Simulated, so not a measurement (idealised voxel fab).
A process module follows: voxel double patterning.
Section cut is 240 nm wide and gridded with 5 nm square cells.
How to read a cross-section here: the picture is a grid of square cells, written as bands going from the top down, and any band can span one or more rows of cells. Top, bottom (nm), then materials left to right with widths (nm); lone material tagged "everywhere" fills the whole band edge to edge; "empty" = empty space. A quick word on heights: they are counted from 0, and under that level the wafer as it came to us is one material throughout. The lowest band is different from the rest in having no bottom; it simply continues downward, written as in "0 nm and below". Top row gets the first number, bottom row gets the second, and each row in between changes by the same step: that is how a band width like "30->40" works. Basically "nothing was modified" means that step didn't change any cell in the cross-section. "Closed cavity list" enumerates empty spaces isolated from the top, with no open way to it, that contain at least 8 cells, giving each as width x height at distance from the left edge, all three in nm. Anything after a step's settings on that line? It's the simulator's own note about the step. overlay nm: on a step with a mask, how far right of its planned place the mask lay; negative means left.

STEPS PLANNED FOR THE PROCESS
1 RECEIVE (material Si)
2 CONFORMAL_DEP (material SiO2; thk nm 10)
3 DIRECTIONAL_DEP (material polySi; thk nm 15)
4 DIRECTIONAL_DEP (material SiN; thk nm 10)
5 MASKED_ETCH (tone open; mask id FIRST; width nm 15; pitch nm 50; etch materials SiN; depth nm 10; overlay nm 0)
6 MASKED_ETCH (tone open; mask id SECOND; width nm 15; pitch nm 50; etch materials SiN; depth nm 10; overlay nm 0)
7 DIRECTIONAL_ETCH (etch materials polySi; depth nm 15)
8 STRIP (etch materials SiN)
Variable across wafers: step 5 width nm (plan value is that of the first wafer; starting state common to all).

THIS IS HOW THE FIRST OF SEVERAL WAFERS LOOKED IN CROSS-SECTION WHEN IT ARRIVED, WHICH IS AFTER STEP 1
> 0 nm and below | Si everywhere
> Closed cavity list: none

WAFER CROSS-SECTION (FIRST OF SEVERAL) - MODULE END, POST STEP 8 (LAST STEP)
> 25 nm to 10 nm | 60 polySi / 15 empty / 10 polySi / 15 empty / 10 polySi / 15 empty / 10 polySi / 15 empty / 10 polySi / 15 empty / 65 polySi
> 10 nm to 0 nm | SiO2 everywhere
> 0 nm and below | Si everywhere
> Closed cavity list: none

HERE WE CROSS-SECTIONED THE LAST OF THE WAFERS ONCE THE MODULE WAS DONE
> 25 nm to 10 nm | 55 polySi / 45 empty / 5 polySi / 45 empty / 5 polySi / 30 empty / 55 polySi
> 10 nm to 0 nm | SiO2 everywhere
> 0 nm and below | Si everywhere
> Closed cavity list: none

PER WAFER (ROW), END OF MODULE: DELTA IN CELLS PER MATERIAL SINCE RECEIPT, (+) FOR GAINED, (-) FOR LOST; CLOSED VOIDS AFTER THAT
width nm 15, +96 SiO2, +99 polySi, Closed cavity list: none
width nm 20, +96 SiO2, +90 polySi, Closed cavity list: none
width nm 25, +96 SiO2, +81 polySi, Closed cavity list: none
width nm 30, +96 SiO2, +72 polySi, Closed cavity list: none
